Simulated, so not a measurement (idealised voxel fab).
A process module follows: voxel self aligned contacts.
The cross-section on display is named cut; it measures 275 nm wide, and its cells are 5 nm squares.
If you're reading a cross-section in this doc, picture square cells in a grid; it comes to you as bands, top ones listed first down to the bottom, and a band can be one or more rows of cells.
First you get the band's top height and its bottom height, in nm, and then the materials it's made of, left to right, with each width in nm. If you see a single material with "all across", that one covers the band edge to edge. "blank" is empty space.
Heads up on the height convention: 0 is the point under which the incoming wafer is all one material, and the lowest band has no bottom, it just keeps going down, like "top 0, no bottom".
Think of "30..40" as a width that walks from the first number to the second as you go down the band, top row to bottom row, taking equal-sized steps from row to row.
Key: "no alteration" - step with no changed cell in the cross-section.
Cavities, closed: empty space of 8 cells or more with no open way to the top, each as width x height at its distance from the left edge, in nm
On each step's line, the part that comes after the settings is the simulator's own comment on the step.
overlay nm: right-of-plan distance of the mask on a masked step; negative values mean left-of-plan.

[Below is the list of planned process steps]
1,op RECEIVE | material Si
2,op OXIDIZE | depth nm 5
3,op DIRECTIONAL_DEP | material polySi | thk nm 25
4,op DIRECTIONAL_DEP | material SiN | thk nm 25
5,op DIRECTIONAL_DEP | material aC | thk nm 15
6,op PATTERN | tone cover | mask id GATE | material resist | width nm 35 | pitch nm 80 | thk nm 30 | overlay nm 0
7,op DIRECTIONAL_ETCH | etch materials aC | depth nm 15
8,op STRIP | etch materials resist
9,op DIRECTIONAL_ETCH | etch materials SiN | depth nm 25
10,op DIRECTIONAL_ETCH | etch materials polySi | depth nm 25
11,op STRIP | etch materials aC
12,op CONFORMAL_DEP | material SiN | thk nm 10
13,op DIRECTIONAL_ETCH | etch materials SiN | depth nm 10
14,op FILL_DEP | material SiO2 | thk nm 20
15,op CMP | height nm 60
16,op DIRECTIONAL_DEP | material aC | thk nm 10
17,op PATTERN | tone open | mask id CONTACT | material resist | width nm 55 | pitch nm 80 | thk nm 25 | overlay nm 0
18,op DIRECTIONAL_ETCH | etch materials aC | depth nm 10
19,op STRIP | etch materials resist
20,op DIRECTIONAL_ETCH | etch materials SiO2 | depth nm 65
21,op STRIP | etch materials aC
22,op CONFORMAL_DEP | material TiN | thk nm 5
23,op FILL_DEP | material Ru | thk nm 10
24,op CMP | height nm 60
25,op CONFORMAL_DEP | material SiCN | thk nm 5

[Cross-section of the wafer upon arrival, representing the state reached after step 1]
* top 0, no bottom = Si all across
* Cavities, closed: none

[Module complete - cross-section of the first of two wafers, run according to plan]
* top 65, bottom 60 = SiCN all across
* top 60, bottom 50 = SiO2=70; TiN=5..20; Ru=45..15; TiN=5..20; SiO2=25; TiN=5..20; Ru=45..15; TiN=5..20; SiO2=70
* top 50, bottom 25 = SiO2=30; SiN=55; TiN=5; Ru=15; TiN=5; SiN=55; TiN=5; Ru=15; TiN=5; SiN=55; SiO2=30
* top 25, bottom 0 = SiO2=30; SiN=10; polySi=35; SiN=10; TiN=5; Ru=15; TiN=5; SiN=10; polySi=35; SiN=10; TiN=5; Ru=15; TiN=5; SiN=10; polySi=35; SiN=10; SiO2=30
* top 0, bottom -5 = SiO2=85; TiN=25; SiO2=55; TiN=25; SiO2=85
* top -5, no bottom = Si all across
* Cavities, closed: none

[Cross-sectional view: second of two wafers, end of module; start and plan identical to the first, one mistake in running]
* top 65, bottom 60 = SiCN all across
* top 60, bottom 50 = SiO2=70; TiN=5..30; Ru=45..15; TiN=5..10; SiO2=25; TiN=5..30; Ru=45..15; TiN=5..10; SiO2=70
* top 50, bottom 25 = SiO2=40; SiN=55; TiN=5; Ru=15; TiN=5; SiN=55; TiN=5; Ru=15; TiN=5; SiN=55; SiO2=20
* top 25, bottom 0 = SiO2=40; SiN=10; polySi=35; SiN=10; TiN=5; Ru=15; TiN=5; SiN=10; polySi=35; SiN=10; TiN=5; Ru=15; TiN=5; SiN=10; polySi=35; SiN=10; SiO2=20
* top 0, bottom -5 = SiO2=95; TiN=25; SiO2=55; TiN=25; SiO2=75
* top -5, no bottom = Si all across
* Cavities, closed: none
Which mistake was made when the wafer was run? planned and actual differ for step 6; actual: op PATTERN | tone cover | mask id GATE | material resist | width nm 35 | pitch nm 80 | thk nm 30 | overlay nm 10
Matching per-material cell counts, mismatched positions: that is how the second wafer compares with the first at the end.
